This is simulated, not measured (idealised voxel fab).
Name of the process module below: voxel spacer lines
Section shown: cut. Width: 160 nm. Cell size: 5 nm, square.
When this document writes out a cross-section, it uses a grid of square cells and lists it as bands, beginning at the top and moving down, with a band standing for one or more rows of cells.
The entry gives the band's vertical extent as a top height and a bottom height in nm, then its horizontal make-up as materials from left to right, each with a width in nm. "air" stands for empty space; a single material marked "edge to edge" fills the band edge to edge.
Heads up on the height convention: 0 is the point under which the incoming wafer is all one material, and the lowest band has no bottom, it just keeps going down, like "0..down".
So if you see something like "30..40" for the width, read it as the top row of the band sitting at the first number and the bottom row at the second, with every row in between moving by the same amount as the last.
The designation "no modifications", where it is given for a processing step, indicates that no cell of the cross-section was altered in the course of that step.
Each empty space that has no open way to the top and spans at least 8 cells appears under "Voids lacking openings" as width x height at distance, the distance counted from the left edge, all in nm.
The remark found on a step's line after its settings is issued by the simulator itself and pertains to that step.
When a step includes a mask, the "overlay nm" setting on its line states how far to the right of its planned place that mask lay, and negative values state how far to the left.

Here's what the planned process steps look like
step 1: RECEIVE | material Si
step 2: CONFORMAL_DEP | material Al2O3 | thk nm 5
step 3: DIRECTIONAL_DEP | material TiN | thk nm 15
step 4: DIRECTIONAL_DEP | material polySi | thk nm 20
step 5: PATTERN | tone cover | mask id MANDREL | material resist | width nm 25 | pitch nm 80 | thk nm 30 | overlay nm 0
step 6: DIRECTIONAL_ETCH | etch materials polySi | depth nm 20
step 7: STRIP | etch materials resist
step 8: CONFORMAL_DEP | material SiO2 | thk nm 15
step 9: DIRECTIONAL_ETCH | etch materials SiO2 | depth nm 15
step 10: STRIP | etch materials polySi
step 11: DIRECTIONAL_ETCH | etch materials TiN | depth nm 15
step 12: STRIP | etch materials SiO2
step 13: FILL_DEP | material lowk | thk nm 10
step 14: CMP | height nm 20

Cross-section, incoming material, after step 1
- 0..down: Si edge to edge
- Voids lacking openings: none

First of two wafers at the end of the module, shown in cross-section; run carried out as planned
- 20..5: 10 of lowk  15 of TiN  25 of lowk  15 of TiN  25 of lowk  15 of TiN  25 of lowk  15 of TiN  15 of lowk
- 5..0: Al2O3 edge to edge
- 0..down: Si edge to edge
- Voids lacking openings: none

Same start, same plan as the first wafer - but one mistake in the run. Cross-section of the second of the two at the end of the module
- 20..5: 5 of lowk  15 of TiN  25 of lowk  15 of TiN  25 of lowk  15 of TiN  25 of lowk  15 of TiN  20 of lowk
- 5..0: Al2O3 edge to edge
- 0..down: Si edge to edge
- Voids lacking openings: none
Misprocessing identified: step 5 did not happen as planned, as run it was PATTERN | tone cover | mask id MANDREL | material resist | width nm 25 | pitch nm 80 | thk nm 30 | overlay nm -5
Heads up: at the end the two wafers have identical cell counts per material, they're just laid out differently.
